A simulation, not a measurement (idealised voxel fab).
The process module presented herein is designated voxel wiring stack.
Each square cell in cross-section cut measures 5 nm, and the section as a whole is 265 nm wide.
If you're reading a cross-section in this doc, picture square cells in a grid; it comes to you as bands, top ones listed first down to the bottom, and a band can be one or more rows of cells. Band: top and bottom heights (nm) first, top before bottom; then materials from left to right, widths in nm. "all across" marks a sole material filling the band edge to edge. "blank" denotes empty space. Basically, 0 is our baseline, since under it the wafer straight out of the box is all one material. The bottom band has no lower end and keeps on going down, so it looks like "0 down". The width entry "30->40" should be interpreted row by row: the top row of cells in the band takes the first number, the bottom row takes the second number, and the change between adjacent rows is uniform throughout. Take "remained the same" at face value: in the step it is given for, the cross-section changed in none of its cells. You'll see "Non-vented voids" listing empty spaces that have no way open to the top, as long as they're 8 cells or more; the notation is width x height at distance, where the distance is from the left edge, and all of it is in nm. after a step's settings: what the simulator itself notes on the step. The setting "overlay nm" may be written on the line of a step. When the step uses a mask, the value reports how far to the right of the planned place the mask lay, and a negative value reports that it lay to the left.

BELOW IS THE LIST OF PLANNED PROCESS STEPS
step 1: RECEIVE: material Si
step 2: CONFORMAL_DEP: material SiO2, thk nm 10
step 3: CONFORMAL_DEP: material SiCN, thk nm 5
step 4: DIRECTIONAL_DEP: material SiO2, thk nm 20
step 5: DIRECTIONAL_DEP: material aC, thk nm 15
step 6: PATTERN: tone open, mask id METAL_1, material resist, width nm 30, pitch nm 60, thk nm 35, overlay nm 0
step 7: DIRECTIONAL_ETCH: etch materials aC, depth nm 15
step 8: STRIP: etch materials resist
step 9: DIRECTIONAL_ETCH: etch materials SiO2, depth nm 20
step 10: DIRECTIONAL_ETCH: etch materials SiCN, depth nm 5
step 11: STRIP: etch materials aC
step 12: CONFORMAL_DEP: material TiN, thk nm 5
step 13: FILL_DEP: material W, thk nm 5
step 14: CMP: height nm 35
step 15: EPI: material Ru, thk nm 5
step 16: FILL_DEP: material SiCN, thk nm 5
step 17: DIRECTIONAL_DEP: material SiO2, thk nm 10
step 18: PATTERN: tone open, mask id PLUG_1, material resist, width nm 15, pitch nm 60, thk nm 15, overlay nm 0
step 19: DIRECTIONAL_ETCH: etch materials SiO2, depth nm 10
step 20: DIRECTIONAL_ETCH: etch materials SiCN, depth nm 5
step 21: STRIP: etch materials resist
step 22: EPI: material Ru, thk nm 10
step 23: EPI: material Ru, thk nm 5
step 24: DIRECTIONAL_DEP: material TiN, thk nm 5
step 25: DIRECTIONAL_DEP: material W, thk nm 15
step 26: DIRECTIONAL_DEP: material aC, thk nm 15
step 27: PATTERN: tone cover, mask id METAL_2, material resist, width nm 30, pitch nm 60, thk nm 30, overlay nm 0
step 28: DIRECTIONAL_ETCH: etch materials aC, depth nm 15
step 29: STRIP: etch materials resist
step 30: DIRECTIONAL_ETCH: etch materials W, depth nm 15
step 31: DIRECTIONAL_ETCH: etch materials TiN, depth nm 5
step 32: STRIP: etch materials aC
step 33: CONFORMAL_DEP: material SiN, thk nm 5
step 34: FILL_DEP: material lowk, thk nm 5
step 35: CMP: height nm 75
step 36: CONFORMAL_DEP: material SiCN, thk nm 5

WAFER AS RECEIVED: CROSS-SECTION FOLLOWING STEP 1
* 0 down  Si all across
* Non-vented voids: none

END STATE OF THE MODULE IN CROSS-SECTION, GIVEN THE ABOVE STARTING POINT AND PLAN AND ONE MISTAKE IN EXECUTION
* 80 to 75  SiCN all across
* 75 to 70  55 of SiN, 30 of TiN, 30 of SiN, 30 of TiN, 30 of SiN, 30 of TiN, 60 of SiN
* 70 to 55  W all across
* 55 to 45  55 of SiO2, 15 of Ru, 45 of SiO2, 15 of Ru, 45 of SiO2, 15 of Ru, 75 of SiO2
* 45 to 35  55->50 of SiCN, 15->40 of Ru, 45->20 of SiCN, 15->40 of Ru, 45->20 of SiCN, 15->40 of Ru, 75->55 of SiCN
* 35 to 15  55 of SiO2, 5 of TiN, 20 of W, 5 of TiN, 30 of SiO2, 5 of TiN, 20 of W, 5 of TiN, 30 of SiO2, 5 of TiN, 20 of W, 5 of TiN, 60 of SiO2
* 15 to 10  55 of SiCN, 30 of TiN, 30 of SiCN, 30 of TiN, 30 of SiCN, 30 of TiN, 60 of SiCN
* 10 to 0  SiO2 all across
* 0 down  Si all across
* Non-vented voids: none
In executing the process, a mistake was made relative to the plan: steps 24 and 25 got flipped, so each one ran where the other should have
